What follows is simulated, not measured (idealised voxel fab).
The name of this process module is voxel self aligned vias.
Square cells of 5 nm make up the cross-section cut, whose width is 270 nm.
Bands, listed from the top down, are how a cross-section gets written in this document; the cross-section itself is a grid of square cells, and a band is one or more rows of them. Band: top height; bottom height; in nm. Then, left to right: material with width in nm, for each material. "throughout": a single material spanning edge to edge. "blank": empty space. Heights from 0 (as-received wafer is one material below). Bottom band endless downward, as "z 0 and below". With a width like "30->40", each row of cells in the band differs from the next by the same amount, the top row carrying the first number and the bottom row the second. Step note "nothing was modified" = no cross-section cell changed. Closed-off voids of 8+ cells (no open route to the top) go in "Enclosed voids", written width x height at distance from the left edge, in nm. What comes after the settings on a step's line is commentary from the simulator itself on that step. If you see "overlay nm" on a step's line and that step has a mask, it's telling you how far right of where it was planned the mask ended up; a negative number means it went left instead.
The following list gives the planned process steps
1) RECEIVE [material Si]
2) CONFORMAL_DEP [material SiO2] [thk nm 15]
3) CONFORMAL_DEP [material SiCN] [thk nm 5]
4) DIRECTIONAL_DEP [material SiO2] [thk nm 25]
5) DIRECTIONAL_DEP [material aC] [thk nm 15]
6) PATTERN [tone open] [mask id LINES] [material resist] [width nm 25] [pitch nm 65] [thk nm 35] [overlay nm 0]
7) DIRECTIONAL_ETCH [etch materials aC] [depth nm 15]
8) STRIP [etch materials resist]
9) DIRECTIONAL_ETCH [etch materials SiO2] [depth nm 25]
10) STRIP [etch materials aC]
11) CONFORMAL_DEP [material TiN] [thk nm 5]
12) FILL_DEP [material W] [thk nm 10]
13) CMP [height nm 45]
14) SELECTIVE_ETCH [etch materials W Ru TiN] [depth nm 10]
15) FILL_DEP [material SiN] [thk nm 10]
16) CMP [height nm 45]
17) DIRECTIONAL_DEP [material SiO2] [thk nm 20]
18) DIRECTIONAL_DEP [material aC] [thk nm 15]
19) PATTERN [tone open] [mask id VIAS] [material resist] [width nm 25] [pitch nm 65] [thk nm 35] [overlay nm 0]
20) DIRECTIONAL_ETCH [etch materials aC] [depth nm 15]
21) STRIP [etch materials resist]
22) DIRECTIONAL_ETCH [etch materials SiO2] [depth nm 20]
23) DIRECTIONAL_ETCH [etch materials SiN] [depth nm 10]
24) STRIP [etch materials aC]
25) CONFORMAL_DEP [material TiN] [thk nm 5]
26) FILL_DEP [material W] [thk nm 10]
27) CMP [height nm 65]
28) CONFORMAL_DEP [material SiN] [thk nm 5]
The wafers are alike at the start. At step 19, their width nm differs. The plan lists the first wafer's value.
First of several wafers, received after step 1, in cross-section
- z 0 and below = Si throughout
- Enclosed voids: none
Here is how to read the rows: every wafer has a row, and it shows the wafer at the end of the module, giving for each material how many cells were gained (+) or lost (-) since the wafer was received, then listing its closed voids
width nm 25; +54 SiCN; +54 SiN; +558 SiO2; +48 TiN; +42 W; Enclosed voids: none
width nm 30; +54 SiCN; +54 SiN; +550 SiO2; +50 TiN; +48 W; Enclosed voids: none
width nm 35; +54 SiCN; +54 SiN; +542 SiO2; +52 TiN; +54 W; Enclosed voids: none
width nm 40; +54 SiCN; +54 SiN; +534 SiO2; +54 TiN; +60 W; Enclosed voids: none
width nm 45; +54 SiCN; +54 SiN; +526 SiO2; +56 TiN; +66 W; Enclosed voids: none
width nm 50; +54 SiCN; +54 SiN; +518 SiO2; +58 TiN; +72 W; Enclosed voids: none
